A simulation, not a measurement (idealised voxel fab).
process module | voxel plated lines
cross-section cut | 235 nm wide | cells 5 nm
A cross-section is a grid of square cells, given in bands from the top down. A band is one or more rows of cells.
Each band's line starts with the height of the band's top and of its bottom, in nm. Then come its materials from left to right, each with its width in nm. One material with "throughout" fills the band from edge to edge. "air" is empty space.
Height 0 is the level under which the wafer as received is all one material. The lowest band goes on downwards, as in "0 down".
A width such as "30 to 40" changes by the same amount from each row of cells to the next, from the band's top row to its bottom row.
"no change" after a step means that no cell of the cross-section changed.
closed voids: empty space of 8 cells or more with no open way to the top, each as width x height at its distance from the left edge, in nm
after a step's settings: what the simulator itself notes on the step
overlay nm, on a step with a mask: how far to the right of its planned place the mask lay; to the left if negative
plan
1 op RECEIVE | material Si
2 op CONFORMAL_DEP | material SiO2 | thk nm 15
3 op DIRECTIONAL_DEP | material TiN | thk nm 5
4 op PATTERN | tone open | mask id LINES | material resist | width nm 25 | pitch nm 45 | thk nm 20 | overlay nm 0
5 op EPI | material Ru | thk nm 10
6 op STRIP | etch materials resist
7 op DIRECTIONAL_ETCH | etch materials TiN | depth nm 5
8 op CONFORMAL_DEP | material SiO2 | thk nm 5
varied across the wafers: thk nm of step 3. The plan shows the first wafer's value. All wafers start alike
first wafer as received, after step 1
  0 down: Si throughout
  closed voids: none
first wafer at the end, after step 8
  35 to 30: air 55 | SiO2 35 | air 10 | SiO2 35 | air 10 | SiO2 35 | air 55
  30 to 20: air 55 | SiO2 5 | Ru 25 | SiO2 5 | air 10 | SiO2 5 | Ru 25 | SiO2 5 | air 10 | SiO2 5 | Ru 25 | SiO2 5 | air 55
  20 to 15: SiO2 60 | TiN 25 | SiO2 20 | TiN 25 | SiO2 20 | TiN 25 | SiO2 60
  15 to 0: SiO2 throughout
  0 down: Si throughout
  closed voids: none
last wafer at the end
  50 to 45: air 55 | SiO2 35 | air 10 | SiO2 35 | air 10 | SiO2 35 | air 55
  45 to 35: air 55 | SiO2 5 | Ru 25 | SiO2 5 | air 10 | SiO2 5 | Ru 25 | SiO2 5 | air 10 | SiO2 5 | Ru 25 | SiO2 5 | air 55
  35 to 30: SiO2 60 | TiN 25 | SiO2 20 | TiN 25 | SiO2 20 | TiN 25 | SiO2 60
  30 to 15: TiN throughout
  15 to 0: SiO2 throughout
  0 down: Si throughout
  closed voids: none
each wafer at the end: cells of each material gained (+) or lost (-) since it was received, then its closed voids
thk nm 5 | +30 Ru | +206 SiO2 | +15 TiN | closed voids: none
thk nm 10 | +30 Ru | +206 SiO2 | +62 TiN | closed voids: none
thk nm 15 | +30 Ru | +206 SiO2 | +109 TiN | closed voids: none
thk nm 20 | +30 Ru | +206 SiO2 | +156 TiN | closed voids: none
